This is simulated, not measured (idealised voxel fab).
The document below concerns the process module designated voxel gate over fins.
Cross-section cut: width 240 nm, square cells of 5 nm.
A cross-section is written here as square cells arranged in a grid, and it is given in bands from the top down, each band taking up one or more rows of cells.
Each band's line starts with the height of the band's top and of its bottom, in nm. Then come its materials from left to right, each with its width in nm. One material with "all across" fills the band from edge to edge. "air" is empty space.
The reference from which all heights are counted is 0, the level beneath which the as-received wafer is entirely one material; the lowest band, having no lower bound, proceeds downward and is written after the example "top 0, no bottom".
Graded width ("30 to 40"): value in top row of band = first number; value in bottom row = second number; row-to-row change constant.
When a step is marked "identical to before", none of the cells in the cross-section changed during that step.
The entry "Sealed void list" lists the empty spaces that cover at least 8 cells and have no open path to the top. Each is written as width x height at distance, where the distance is measured from the left edge and all three values are in nm.
Post-settings text on a step line: simulator's own remark regarding the step.
"overlay nm", when on a step's line for a step with a mask, measures how far to the right of its planned place the mask lay; a negative measure means to the left.
Reading guide: pairs of cross-sections, before and after one process step; after view cut off at lowest changed band; step and settings listed under each pair. Pairs may stem from different runs of this module on the same starting wafer; continuity with the pair above only where the "Preceding state" entry states it.
Preceding state:
- top 0, no bottom  Si all across
- Sealed void list: none
Cut View, Post-Step:
- top 5, bottom 0  SiN all across
- Below 0, no change.
- Sealed void list: none
The step carried out between the cross-section before it and the cross-section after it, both shown above, is CONFORMAL_DEP with material SiN, thk nm 5
Preceding state: Reference is made to the cross-section shown after the step in the pair directly above, which represents the state prior to this step.
Cut View, Post-Step:
- top 25, bottom 5  air 20 / resist 15 / air 45 / resist 15 / air 45 / resist 15 / air 45 / resist 15 / air 25
- Below 5, no change.
- Sealed void list: none
The step carried out between the cross-section before it and the cross-section after it, both shown above, is PATTERN with tone cover, mask id FINS, material resist, width nm 15, pitch nm 60, thk nm 20, overlay nm 0
Preceding state: Reference is made to the cross-section shown after the step in the pair directly above, which represents the state prior to this step.
Cut View, Post-Step:
- top 25, bottom 5  air 20 / resist 15 / air 45 / resist 15 / air 45 / resist 15 / air 45 / resist 15 / air 25
- top 5, bottom 0  air 20 / SiN 15 / air 45 / SiN 15 / air 45 / SiN 15 / air 45 / SiN 15 / air 25
- Below 0, no change.
- Sealed void list: none
The step carried out between the cross-section before it and the cross-section after it, both shown above, is DIRECTIONAL_ETCH with etch materials SiN, depth nm 5
Preceding state: Reference is made to the cross-section shown after the step in the pair directly above, which represents the state prior to this step.
Cut View, Post-Step:
- top 25, bottom 5  air 20 / resist 15 / air 45 / resist 15 / air 45 / resist 15 / air 45 / resist 15 / air 25
- top 5, bottom 0  air 20 / SiN 15 / air 45 / SiN 15 / air 45 / SiN 15 / air 45 / SiN 15 / air 25
- top 0, bottom -40  air 20 / Si 15 / air 45 / Si 15 / air 45 / Si 15 / air 45 / Si 15 / air 25
- Below -40, no change.
- Sealed void list: none
The step carried out between the cross-section before it and the cross-section after it, both shown above, is DIRECTIONAL_ETCH with etch materials Si, depth nm 40
Preceding state: Reference is made to the cross-section shown after the step in the pair directly above, which represents the state prior to this step.
Cut View, Post-Step:
- top 5, bottom 0  air 20 / SiN 15 / air 45 / SiN 15 / air 45 / SiN 15 / air 45 / SiN 15 / air 25
- Below 0, no change.
- Sealed void list: none
The step carried out between the cross-section before it and the cross-section after it, both shown above, is STRIP with etch materials resist
Preceding state: Reference is made to the cross-section shown after the step in the pair directly above, which represents the state prior to this step.
Cut View, Post-Step:
- top 15, bottom 5  SiO2 all across
- top 5, bottom 0  SiO2 20 / SiN 15 / SiO2 45 / SiN 15 / SiO2 45 / SiN 15 / SiO2 45 / SiN 15 / SiO2 25
- top 0, bottom -40  SiO2 20 / Si 15 / SiO2 45 / Si 15 / SiO2 45 / Si 15 / SiO2 45 / Si 15 / SiO2 25
- Below -40, no change.
- Sealed void list: none
The step carried out between the cross-section before it and the cross-section after it, both shown above, is FILL_DEP with material SiO2, thk nm 10
Preceding state: Reference is made to the cross-section shown after the step in the pair directly above, which represents the state prior to this step.
Cut View, Post-Step:
- top 5, bottom 0  SiO2 20 / SiN 15 / SiO2 45 / SiN 15 / SiO2 45 / SiN 15 / SiO2 45 / SiN 15 / SiO2 25
- Below 0, no change.
- Sealed void list: none
The step carried out between the cross-section before it and the cross-section after it, both shown above, is CMP with height nm 5
Preceding state: Reference is made to the cross-section shown after the step in the pair directly above, which represents the state prior to this step.
Cut View, Post-Step:
- top 5, bottom 0  SiO2 20 / SiN 15 / SiO2 15 / air 15 / SiO2 15 / SiN 15 / SiO2 45 / SiN 15 / SiO2 45 / SiN 15 / SiO2 25
- top 0, bottom -35  SiO2 20 / Si 15 / SiO2 15 / air 15 / SiO2 15 / Si 15 / SiO2 45 / Si 15 / SiO2 45 / Si 15 / SiO2 25
- Below -35, no change.
- Sealed void list: none
The step carried out between the cross-section before it and the cross-section after it, both shown above, is MASKED_ETCH with tone open, mask id RAIL, width nm 15, etch materials SiO2, depth nm 40, overlay nm 0
Preceding state: Reference is made to the cross-section shown after the step in the pair directly above, which represents the state prior to this step.
Cut View, Post-Step:
- top 10, bottom 5  TiN 55 / air 5 / TiN 180
- top 5, bottom 0  SiO2 20 / SiN 15 / SiO2 15 / TiN 5 / air 5 / TiN 5 / SiO2 15 / SiN 15 / SiO2 45 / SiN 15 / SiO2 45 / SiN 15 / SiO2 25
- top 0, bottom -30  SiO2 20 / Si 15 / SiO2 15 / TiN 5 / air 5 / TiN 5 / SiO2 15 / Si 15 / SiO2 45 / Si 15 / SiO2 45 / Si 15 / SiO2 25
- top -30, bottom -35  SiO2 20 / Si 15 / SiO2 15 / TiN 15 / SiO2 15 / Si 15 / SiO2 45 / Si 15 / SiO2 45 / Si 15 / SiO2 25
- Below -35, no change.
- Sealed void list: none
The step carried out between the cross-section before it and the cross-section after it, both shown above, is CONFORMAL_DEP with material TiN, thk nm 5
Preceding state: Reference is made to the cross-section shown after the step in the pair directly above, which represents the state prior to this step.
Cut View, Post-Step:
- top 20, bottom 10  W all across
- top 10, bottom 5  TiN 55 / W 5 / TiN 180
- top 5, bottom 0  SiO2 20 / SiN 15 / SiO2 15 / TiN 5 / W 5 / TiN 5 / SiO2 15 / SiN 15 / SiO2 45 / SiN 15 / SiO2 45 / SiN 15 / SiO2 25
- top 0, bottom -30  SiO2 20 / Si 15 / SiO2 15 / TiN 5 / W 5 / TiN 5 / SiO2 15 / Si 15 / SiO2 45 / Si 15 / SiO2 45 / Si 15 / SiO2 25
- Below -30, no change.
- Sealed void list: none
The step carried out between the cross-section before it and the cross-section after it, both shown above, is FILL_DEP with material W, thk nm 10
Preceding state: Reference is made to the cross-section shown after the step in the pair directly above, which represents the state prior to this step.
Cut View, Post-Step:
- top 5, bottom 0  SiO2 20 / SiN 15 / SiO2 15 / TiN 5 / W 5 / TiN 5 / SiO2 15 / SiN 15 / SiO2 45 / SiN 15 / SiO2 45 / SiN 15 / SiO2 25
- Below 0, no change.
- Sealed void list: none
The step carried out between the cross-section before it and the cross-section after it, both shown above, is CMP with height nm 5
Preceding state: Reference is made to the cross-section shown after the step in the pair directly above, which represents the state prior to this step.
Cut View, Post-Step:
- top 5, bottom 0  SiO2 20 / SiN 15 / SiO2 15 / air 15 / SiO2 15 / SiN 15 / SiO2 45 / SiN 15 / SiO2 45 / SiN 15 / SiO2 25
- top 0, bottom -25  SiO2 20 / Si 15 / SiO2 15 / air 15 / SiO2 15 / Si 15 / SiO2 45 / Si 15 / SiO2 45 / Si 15 / SiO2 25
- Below -25, no change.
- Sealed void list: none
The step carried out between the cross-section before it and the cross-section after it, both shown above, is SELECTIVE_ETCH with etch materials W Ru TiN, depth nm 30
Preceding state: Reference is made to the cross-section shown after the step in the pair directly above, which represents the state prior to this step.
Cut View, Post-Step:
- top 10, bottom 5  SiO2 all across
- top 5, bottom 0  SiO2 20 / SiN 15 / SiO2 45 / SiN 15 / SiO2 45 / SiN 15 / SiO2 45 / SiN 15 / SiO2 25
- top 0, bottom -25  SiO2 20 / Si 15 / SiO2 45 / Si 15 / SiO2 45 / Si 15 / SiO2 45 / Si 15 / SiO2 25
- Below -25, no change.
- Sealed void list: none
The step carried out between the cross-section before it and the cross-section after it, both shown above, is FILL_DEP with material SiO2, thk nm 5
Preceding state: Reference is made to the cross-section shown after the step in the pair directly above, which represents the state prior to this step.
Cut View, Post-Step:
- top 5, bottom 0  SiO2 20 / SiN 15 / SiO2 45 / SiN 15 / SiO2 45 / SiN 15 / SiO2 45 / SiN 15 / SiO2 25
- Below 0, no change.
- Sealed void list: none
The step carried out between the cross-section before it and the cross-section after it, both shown above, is CMP with height nm 5
Preceding state: Reference is made to the cross-section shown after the step in the pair directly above, which represents the state prior to this step.
Cut View, Post-Step:
- top 5, bottom 0  air 20 / SiN 15 / air 45 / SiN 15 / air 45 / SiN 15 / air 45 / SiN 15 / air 25
- top 0, bottom -15  air 20 / Si 15 / air 45 / Si 15 / air 45 / Si 15 / air 45 / Si 15 / air 25
- Below -15, no change.
- Sealed void list: none
The step carried out between the cross-section before it and the cross-section after it, both shown above, is SELECTIVE_ETCH with etch materials SiO2, depth nm 20
Preceding state: Reference is made to the cross-section shown after the step in the pair directly above, which represents the state prior to this step.
Cut View, Post-Step:
- top 0, bottom -15  air 20 / Si 15 / air 45 / Si 15 / air 45 / Si 15 / air 45 / Si 15 / air 25
- Below -15, no change.
- Sealed void list: none
The step carried out between the cross-section before it and the cross-section after it, both shown above, is STRIP with etch materials SiN
Preceding state: Reference is made to the cross-section shown after the step in the pair directly above, which represents the state prior to this step.
Cut View, Post-Step:
- top 5, bottom 0  air 15 / HfO2 25 / air 35 / HfO2 25 / air 35 / HfO2 25 / air 35 / HfO2 25 / air 20
- top 0, bottom -10  air 15 / HfO2 5 / Si 15 / HfO2 5 / air 35 / HfO2 5 / Si 15 / HfO2 5 / air 35 / HfO2 5 / Si 15 / HfO2 5 / air 35 / HfO2 5 / Si 15 / HfO2 5 / air 20
- top -10, bottom -15  HfO2 20 / Si 15 / HfO2 45 / Si 15 / HfO2 45 / Si 15 / HfO2 45 / Si 15 / HfO2 25
- Below -15, no change.
- Sealed void list: none
The step carried out between the cross-section before it and the cross-section after it, both shown above, is CONFORMAL_DEP with material HfO2, thk nm 5
Preceding state: Reference is made to the cross-section shown after the step in the pair directly above, which represents the state prior to this step.
Cut View, Post-Step:
- top 10, bottom 5  air 10 / TiN 35 / air 25 / TiN 35 / air 25 / TiN 35 / air 25 / TiN 35 / air 15
- top 5, bottom 0  air 10 / TiN 5 / HfO2 25 / TiN 5 / air 25 / TiN 5 / HfO2 25 / TiN 5 / air 25 / TiN 5 / HfO2 25 / TiN 5 / air 25 / TiN 5 / HfO2 25 / TiN 5 / air 15
- top 0, bottom -5  air 10 / TiN 5 / HfO2 5 / Si 15 / HfO2 5 / TiN 5 / air 25 / TiN 5 / HfO2 5 / Si 15 / HfO2 5 / TiN 5 / air 25 / TiN 5 / HfO2 5 / Si 15 / HfO2 5 / TiN 5 / air 25 / TiN 5 / HfO2 5 / Si 15 / HfO2 5 / TiN 5 / air 15
- top -5, bottom -10  TiN 15 / HfO2 5 / Si 15 / HfO2 5 / TiN 35 / HfO2 5 / Si 15 / HfO2 5 / TiN 35 / HfO2 5 / Si 15 / HfO2 5 / TiN 35 / HfO2 5 / Si 15 / HfO2 5 / TiN 20
- Below -10, no change.
- Sealed void list: none
The step carried out between the cross-section before it and the cross-section after it, both shown above, is CONFORMAL_DEP with material TiN, thk nm 5
Preceding state: Reference is made to the cross-section shown after the step in the pair directly above, which represents the state prior to this step.
Cut View, Post-Step:
- top 20, bottom 10  W all across
- top 10, bottom 5  W 10 / TiN 35 / W 25 / TiN 35 / W 25 / TiN 35 / W 25 / TiN 35 / W 15
- top 5, bottom 0  W 10 / TiN 5 / HfO2 25 / TiN 5 / W 25 / TiN 5 / HfO2 25 / TiN 5 / W 25 / TiN 5 / HfO2 25 / TiN 5 / W 25 / TiN 5 / HfO2 25 / TiN 5 / W 15
- top 0, bottom -5  W 10 / TiN 5 / HfO2 5 / Si 15 / HfO2 5 / TiN 5 / W 25 / TiN 5 / HfO2 5 / Si 15 / HfO2 5 / TiN 5 / W 25 / TiN 5 / HfO2 5 / Si 15 / HfO2 5 / TiN 5 / W 25 / TiN 5 / HfO2 5 / Si 15 / HfO2 5 / TiN 5 / W 15
- Below -5, no change.
- Sealed void list: none
The step carried out between the cross-section before it and the cross-section after it, both shown above, is FILL_DEP with material W, thk nm 10
Preceding state: Reference is made to the cross-section shown after the step in the pair directly above, which represents the state prior to this step.
Cut View, Post-Step:
- top 15, bottom 10  W all across
- Below 10, no change.
- Sealed void list: none
The step carried out between the cross-section before it and the cross-section after it, both shown above, is CMP with height nm 15
Preceding state: Reference is made to the cross-section shown after the step in the pair directly above, which represents the state prior to this step.
Cut View, Post-Step:
- top 25, bottom 15  SiN all across
- Below 15, no change.
- Sealed void list: none
The step carried out between the cross-section before it and the cross-section after it, both shown above, is CONFORMAL_DEP with material SiN, thk nm 10
Preceding state:
- top 20, bottom 10  W all across
- top 10, bottom 5  TiN 55 / W 5 / TiN 180
- top 5, bottom 0  SiO2 20 / SiN 15 / SiO2 15 / TiN 5 / W 5 / TiN 5 / SiO2 15 / SiN 15 / SiO2 45 / SiN 15 / SiO2 45 / SiN 15 / SiO2 25
- top 0, bottom -30  SiO2 20 / Si 15 / SiO2 15 / TiN 5 / W 5 / TiN 5 / SiO2 15 / Si 15 / SiO2 45 / Si 15 / SiO2 45 / Si 15 / SiO2 25
- top -30, bottom -35  SiO2 20 / Si 15 / SiO2 15 / TiN 15 / SiO2 15 / Si 15 / SiO2 45 / Si 15 / SiO2 45 / Si 15 / SiO2 25
- top -35, bottom -40  SiO2 20 / Si 15 / SiO2 45 / Si 15 / SiO2 45 / Si 15 / SiO2 45 / Si 15 / SiO2 25
- top -40, no bottom  Si all across
- Sealed void list: none
Cut View, Post-Step:
- top 5, bottom 0  SiO2 20 / SiN 15 / SiO2 15 / air 15 / SiO2 15 / SiN 15 / SiO2 45 / SiN 15 / SiO2 45 / SiN 15 / SiO2 25
- top 0, bottom -10  SiO2 20 / Si 15 / SiO2 15 / air 15 / SiO2 15 / Si 15 / SiO2 45 / Si 15 / SiO2 45 / Si 15 / SiO2 25
- Below -10, no change.
- Sealed void list: none
The step carried out between the cross-section before it and the cross-section after it, both shown above, is SELECTIVE_ETCH with etch materials W Ru TiN, depth nm 30
Preceding state: Reference is made to the cross-section shown after the step in the pair directly above, which represents the state prior to this step.
Cut View, Post-Step:
- top 10, bottom 5  SiO2 all across
- top 5, bottom 0  SiO2 20 / SiN 15 / SiO2 45 / SiN 15 / SiO2 45 / SiN 15 / SiO2 45 / SiN 15 / SiO2 25
- top 0, bottom -10  SiO2 20 / Si 15 / SiO2 45 / Si 15 / SiO2 45 / Si 15 / SiO2 45 / Si 15 / SiO2 25
- Below -10, no change.
- Sealed void list: none
The step carried out between the cross-section before it and the cross-section after it, both shown above, is FILL_DEP with material SiO2, thk nm 5
Preceding state: Reference is made to the cross-section shown after the step in the pair directly above, which represents the state prior to this step.
Cut View, Post-Step:
- top 5, bottom 0  SiO2 20 / SiN 15 / SiO2 45 / SiN 15 / SiO2 45 / SiN 15 / SiO2 45 / SiN 15 / SiO2 25
- Below 0, no change.
- Sealed void list: none
The step carried out between the cross-section before it and the cross-section after it, both shown above, is CMP with height nm 5
Preceding state: Reference is made to the cross-section shown after the step in the pair directly above, which represents the state prior to this step.
Cut View, Post-Step:
- top 5, bottom 0  air 20 / SiN 15 / air 45 / SiN 15 / air 45 / SiN 15 / air 45 / SiN 15 / air 25
- top 0, bottom -10  air 20 / Si 15 / air 45 / Si 15 / air 45 / Si 15 / air 45 / Si 15 / air 25
- top -10, bottom -15  air 20 / Si 15 / air 15 / TiN 5 / W 5 / TiN 5 / air 15 / Si 15 / air 45 / Si 15 / air 45 / Si 15 / air 25
- Below -15, no change.
- Sealed void list: none
The step carried out between the cross-section before it and the cross-section after it, both shown above, is SELECTIVE_ETCH with etch materials SiO2, depth nm 20
Preceding state: Reference is made to the cross-section shown after the step in the pair directly above, which represents the state prior to this step.
Cut View, Post-Step:
- top 0, bottom -10  air 20 / Si 15 / air 45 / Si 15 / air 45 / Si 15 / air 45 / Si 15 / air 25
- Below -10, no change.
- Sealed void list: none
The step carried out between the cross-section before it and the cross-section after it, both shown above, is STRIP with etch materials SiN
Preceding state: Reference is made to the cross-section shown after the step in the pair directly above, which represents the state prior to this step.
Cut View, Post-Step:
- top 5, bottom 0  air 15 / HfO2 25 / air 35 / HfO2 25 / air 35 / HfO2 25 / air 35 / HfO2 25 / air 20
- top 0, bottom -5  air 15 / HfO2 5 / Si 15 / HfO2 5 / air 35 / HfO2 5 / Si 15 / HfO2 5 / air 35 / HfO2 5 / Si 15 / HfO2 5 / air 35 / HfO2 5 / Si 15 / HfO2 5 / air 20
- top -5, bottom -10  air 15 / HfO2 5 / Si 15 / HfO2 5 / air 5 / HfO2 25 / air 5 / HfO2 5 / Si 15 / HfO2 5 / air 35 / HfO2 5 / Si 15 / HfO2 5 / air 35 / HfO2 5 / Si 15 / HfO2 5 / air 20
- top -10, bottom -15  HfO2 20 / Si 15 / HfO2 15 / TiN 5 / W 5 / TiN 5 / HfO2 15 / Si 15 / HfO2 45 / Si 15 / HfO2 45 / Si 15 / HfO2 25
- Below -15, no change.
- Sealed void list: none
The step carried out between the cross-section before it and the cross-section after it, both shown above, is CONFORMAL_DEP with material HfO2, thk nm 5
Preceding state: Reference is made to the cross-section shown after the step in the pair directly above, which represents the state prior to this step.
Cut View, Post-Step:
- top 10, bottom 5  air 10 / TiN 35 / air 25 / TiN 35 / air 25 / TiN 35 / air 25 / TiN 35 / air 15
- top 5, bottom 0  air 10 / TiN 5 / HfO2 25 / TiN 5 / air 25 / TiN 5 / HfO2 25 / TiN 5 / air 25 / TiN 5 / HfO2 25 / TiN 5 / air 25 / TiN 5 / HfO2 25 / TiN 5 / air 15
- top 0, bottom -5  air 10 / TiN 5 / HfO2 5 / Si 15 / HfO2 5 / TiN 35 / HfO2 5 / Si 15 / HfO2 5 / TiN 5 / air 25 / TiN 5 / HfO2 5 / Si 15 / HfO2 5 / TiN 5 / air 25 / TiN 5 / HfO2 5 / Si 15 / HfO2 5 / TiN 5 / air 15
- top -5, bottom -10  TiN 15 / HfO2 5 / Si 15 / HfO2 5 / TiN 5 / HfO2 25 / TiN 5 / HfO2 5 / Si 15 / HfO2 5 / TiN 35 / HfO2 5 / Si 15 / HfO2 5 / TiN 35 / HfO2 5 / Si 15 / HfO2 5 / TiN 20
- Below -10, no change.
- Sealed void list: none
The step carried out between the cross-section before it and the cross-section after it, both shown above, is CONFORMAL_DEP with material TiN, thk nm 5
Preceding state: Reference is made to the cross-section shown after the step in the pair directly above, which represents the state prior to this step.
Cut View, Post-Step:
- top 20, bottom 10  W all across
- top 10, bottom 5  W 10 / TiN 35 / W 25 / TiN 35 / W 25 / TiN 35 / W 25 / TiN 35 / W 15
- top 5, bottom 0  W 10 / TiN 5 / HfO2 25 / TiN 5 / W 25 / TiN 5 / HfO2 25 / TiN 5 / W 25 / TiN 5 / HfO2 25 / TiN 5 / W 25 / TiN 5 / HfO2 25 / TiN 5 / W 15
- top 0, bottom -5  W 10 / TiN 5 / HfO2 5 / Si 15 / HfO2 5 / TiN 35 / HfO2 5 / Si 15 / HfO2 5 / TiN 5 / W 25 / TiN 5 / HfO2 5 / Si 15 / HfO2 5 / TiN 5 / W 25 / TiN 5 / HfO2 5 / Si 15 / HfO2 5 / TiN 5 / W 15
- Below -5, no change.
- Sealed void list: none
The step carried out between the cross-section before it and the cross-section after it, both shown above, is FILL_DEP with material W, thk nm 10
Preceding state: Reference is made to the cross-section shown after the step in the pair directly above, which represents the state prior to this step.
Cut View, Post-Step:
- top 15, bottom 10  W all across
- Below 10, no change.
- Sealed void list: none
The step carried out between the cross-section before it and the cross-section after it, both shown above, is CMP with height nm 15
Preceding state: Reference is made to the cross-section shown after the step in the pair directly above, which represents the state prior to this step.
Cut View, Post-Step:
- top 25, bottom 15  SiN all across
- Below 15, no change.
- Sealed void list: none
The step carried out between the cross-section before it and the cross-section after it, both shown above, is CONFORMAL_DEP with material SiN, thk nm 10
Preceding state:
- top 5, bottom 0  air 20 / SiN 15 / air 45 / SiN 15 / air 45 / SiN 15 / air 45 / SiN 15 / air 25
- top 0, bottom -15  air 20 / Si 15 / air 45 / Si 15 / air 45 / Si 15 / air 45 / Si 15 / air 25
- top -15, bottom -25  SiO2 20 / Si 15 / SiO2 45 / Si 15 / SiO2 45 / Si 15 / SiO2 45 / Si 15 / SiO2 25
- top -25, bottom -30  SiO2 20 / Si 15 / SiO2 15 / TiN 5 / W 5 / TiN 5 / SiO2 15 / Si 15 / SiO2 45 / Si 15 / SiO2 45 / Si 15 / SiO2 25
- top -30, bottom -35  SiO2 20 / Si 15 / SiO2 15 / TiN 15 / SiO2 15 / Si 15 / SiO2 45 / Si 15 / SiO2 45 / Si 15 / SiO2 25
- top -35, bottom -40  SiO2 20 / Si 15 / SiO2 45 / Si 15 / SiO2 45 / Si 15 / SiO2 45 / Si 15 / SiO2 25
- top -40, no bottom  Si all across
- Sealed void list: none
Cut View, Post-Step:
- top 5, bottom 0  air 20 / SiN 15 / air 45 / SiN 15 / air 45 / SiN 15 / air 45 / SiN 15 / air 25
- top 0, bottom -25  air 20 / Si 15 / air 45 / Si 15 / air 45 / Si 15 / air 45 / Si 15 / air 25
- top -25, bottom -30  air 20 / Si 15 / air 15 / TiN 5 / W 5 / TiN 5 / air 15 / Si 15 / air 45 / Si 15 / air 45 / Si 15 / air 25
- top -30, bottom -35  air 20 / Si 15 / air 15 / TiN 15 / air 15 / Si 15 / air 45 / Si 15 / air 45 / Si 15 / air 25
- Below -35, no change.
- Sealed void list: none
The step carried out between the cross-section before it and the cross-section after it, both shown above, is SELECTIVE_ETCH with etch materials SiO2, depth nm 20
Preceding state: Reference is made to the cross-section shown after the step in the pair directly above, which represents the state prior to this step.
Cut View, Post-Step:
- top 0, bottom -25  air 20 / Si 15 / air 45 / Si 15 / air 45 / Si 15 / air 45 / Si 15 / air 25
- Below -25, no change.
- Sealed void list: none
The step carried out between the cross-section before it and the cross-section after it, both shown above, is STRIP with etch materials SiN
Preceding state: Reference is made to the cross-section shown after the step in the pair directly above, which represents the state prior to this step.
Cut View, Post-Step:
- top 5, bottom 0  air 15 / HfO2 25 / air 35 / HfO2 25 / air 35 / HfO2 25 / air 35 / HfO2 25 / air 20
- top 0, bottom -20  air 15 / HfO2 5 / Si 15 / HfO2 5 / air 35 / HfO2 5 / Si 15 / HfO2 5 / air 35 / HfO2 5 / Si 15 / HfO2 5 / air 35 / HfO2 5 / Si 15 / HfO2 5 / air 20
- top -20, bottom -25  air 15 / HfO2 5 / Si 15 / HfO2 5 / air 5 / HfO2 25 / air 5 / HfO2 5 / Si 15 / HfO2 5 / air 35 / HfO2 5 / Si 15 / HfO2 5 / air 35 / HfO2 5 / Si 15 / HfO2 5 / air 20
- top -25, bottom -30  air 15 / HfO2 5 / Si 15 / HfO2 5 / air 5 / HfO2 5 / TiN 5 / W 5 / TiN 5 / HfO2 5 / air 5 / HfO2 5 / Si 15 / HfO2 5 / air 35 / HfO2 5 / Si 15 / HfO2 5 / air 35 / HfO2 5 / Si 15 / HfO2 5 / air 20
- top -30, bottom -35  HfO2 20 / Si 15 / HfO2 15 / TiN 15 / HfO2 15 / Si 15 / HfO2 45 / Si 15 / HfO2 45 / Si 15 / HfO2 25
- Below -35, no change.
- Sealed void list: none
The step carried out between the cross-section before it and the cross-section after it, both shown above, is CONFORMAL_DEP with material HfO2, thk nm 5
Preceding state: Reference is made to the cross-section shown after the step in the pair directly above, which represents the state prior to this step.
Cut View, Post-Step:
- top 10, bottom 5  air 10 / TiN 35 / air 25 / TiN 35 / air 25 / TiN 35 / air 25 / TiN 35 / air 15
- top 5, bottom 0  air 10 / TiN 5 / HfO2 25 / TiN 5 / air 25 / TiN 5 / HfO2 25 / TiN 5 / air 25 / TiN 5 / HfO2 25 / TiN 5 / air 25 / TiN 5 / HfO2 25 / TiN 5 / air 15
- top 0, bottom -15  air 10 / TiN 5 / HfO2 5 / Si 15 / HfO2 5 / TiN 5 / air 25 / TiN 5 / HfO2 5 / Si 15 / HfO2 5 / TiN 5 / air 25 / TiN 5 / HfO2 5 / Si 15 / HfO2 5 / TiN 5 / air 25 / TiN 5 / HfO2 5 / Si 15 / HfO2 5 / TiN 5 / air 15
- top -15, bottom -20  air 10 / TiN 5 / HfO2 5 / Si 15 / HfO2 5 / TiN 35 / HfO2 5 / Si 15 / HfO2 5 / TiN 5 / air 25 / TiN 5 / HfO2 5 / Si 15 / HfO2 5 / TiN 5 / air 25 / TiN 5 / HfO2 5 / Si 15 / HfO2 5 / TiN 5 / air 15
- top -20, bottom -25  air 10 / TiN 5 / HfO2 5 / Si 15 / HfO2 5 / TiN 5 / HfO2 25 / TiN 5 / HfO2 5 / Si 15 / HfO2 5 / TiN 5 / air 25 / TiN 5 / HfO2 5 / Si 15 / HfO2 5 / TiN 5 / air 25 / TiN 5 / HfO2 5 / Si 15 / HfO2 5 / TiN 5 / air 15
- top -25, bottom -30  TiN 15 / HfO2 5 / Si 15 / HfO2 5 / TiN 5 / HfO2 5 / TiN 5 / W 5 / TiN 5 / HfO2 5 / TiN 5 / HfO2 5 / Si 15 / HfO2 5 / TiN 35 / HfO2 5 / Si 15 / HfO2 5 / TiN 35 / HfO2 5 / Si 15 / HfO2 5 / TiN 20
- Below -30, no change.
- Sealed void list: none
The step carried out between the cross-section before it and the cross-section after it, both shown above, is CONFORMAL_DEP with material TiN, thk nm 5
Preceding state: Reference is made to the cross-section shown after the step in the pair directly above, which represents the state prior to this step.
Cut View, Post-Step:
- top 20, bottom 10  W all across
- top 10, bottom 5  W 10 / TiN 35 / W 25 / TiN 35 / W 25 / TiN 35 / W 25 / TiN 35 / W 15
- top 5, bottom 0  W 10 / TiN 5 / HfO2 25 / TiN 5 / W 25 / TiN 5 / HfO2 25 / TiN 5 / W 25 / TiN 5 / HfO2 25 / TiN 5 / W 25 / TiN 5 / HfO2 25 / TiN 5 / W 15
- top 0, bottom -15  W 10 / TiN 5 / HfO2 5 / Si 15 / HfO2 5 / TiN 5 / W 25 / TiN 5 / HfO2 5 / Si 15 / HfO2 5 / TiN 5 / W 25 / TiN 5 / HfO2 5 / Si 15 / HfO2 5 / TiN 5 / W 25 / TiN 5 / HfO2 5 / Si 15 / HfO2 5 / TiN 5 / W 15
- top -15, bottom -20  W 10 / TiN 5 / HfO2 5 / Si 15 / HfO2 5 / TiN 35 / HfO2 5 / Si 15 / HfO2 5 / TiN 5 / W 25 / TiN 5 / HfO2 5 / Si 15 / HfO2 5 / TiN 5 / W 25 / TiN 5 / HfO2 5 / Si 15 / HfO2 5 / TiN 5 / W 15
- top -20, bottom -25  W 10 / TiN 5 / HfO2 5 / Si 15 / HfO2 5 / TiN 5 / HfO2 25 / TiN 5 / HfO2 5 / Si 15 / HfO2 5 / TiN 5 / W 25 / TiN 5 / HfO2 5 / Si 15 / HfO2 5 / TiN 5 / W 25 / TiN 5 / HfO2 5 / Si 15 / HfO2 5 / TiN 5 / W 15
- Below -25, no change.
- Sealed void list: none
The step carried out between the cross-section before it and the cross-section after it, both shown above, is FILL_DEP with material W, thk nm 10
Preceding state: Reference is made to the cross-section shown after the step in the pair directly above, which represents the state prior to this step.
Cut View, Post-Step:
- top 15, bottom 10  W all across
- Below 10, no change.
- Sealed void list: none
The step carried out between the cross-section before it and the cross-section after it, both shown above, is CMP with height nm 15
Preceding state: Reference is made to the cross-section shown after the step in the pair directly above, which represents the state prior to this step.
Cut View, Post-Step:
- top 25, bottom 15  SiN all across
- Below 15, no change.
- Sealed void list: none
The step carried out between the cross-section before it and the cross-section after it, both shown above, is CONFORMAL_DEP with material SiN, thk nm 10
Preceding state:
- top 0, bottom -15  air 20 / Si 15 / air 45 / Si 15 / air 45 / Si 15 / air 45 / Si 15 / air 25
- top -15, bottom -25  SiO2 20 / Si 15 / SiO2 45 / Si 15 / SiO2 45 / Si 15 / SiO2 45 / Si 15 / SiO2 25
- top -25, bottom -30  SiO2 20 / Si 15 / SiO2 15 / TiN 5 / W 5 / TiN 5 / SiO2 15 / Si 15 / SiO2 45 / Si 15 / SiO2 45 / Si 15 / SiO2 25
- top -30, bottom -35  SiO2 20 / Si 15 / SiO2 15 / TiN 15 / SiO2 15 / Si 15 / SiO2 45 / Si 15 / SiO2 45 / Si 15 / SiO2 25
- top -35, bottom -40  SiO2 20 / Si 15 / SiO2 45 / Si 15 / SiO2 45 / Si 15 / SiO2 45 / Si 15 / SiO2 25
- top -40, no bottom  Si all across
- Sealed void list: none
Cut View, Post-Step:
- top 5, bottom 0  air 15 / TiN 25 / air 35 / TiN 25 / air 35 / TiN 25 / air 35 / TiN 25 / air 20
- top 0, bottom -10  air 15 / TiN 5 / Si 15 / TiN 5 / air 35 / TiN 5 / Si 15 / TiN 5 / air 35 / TiN 5 / Si 15 / TiN 5 / air 35 / TiN 5 / Si 15 / TiN 5 / air 20
- top -10, bottom -15  TiN 20 / Si 15 / TiN 45 / Si 15 / TiN 45 / Si 15 / TiN 45 / Si 15 / TiN 25
- Below -15, no change.
- Sealed void list: none
The step carried out between the cross-section before it and the cross-section after it, both shown above, is CONFORMAL_DEP with material TiN, thk nm 5
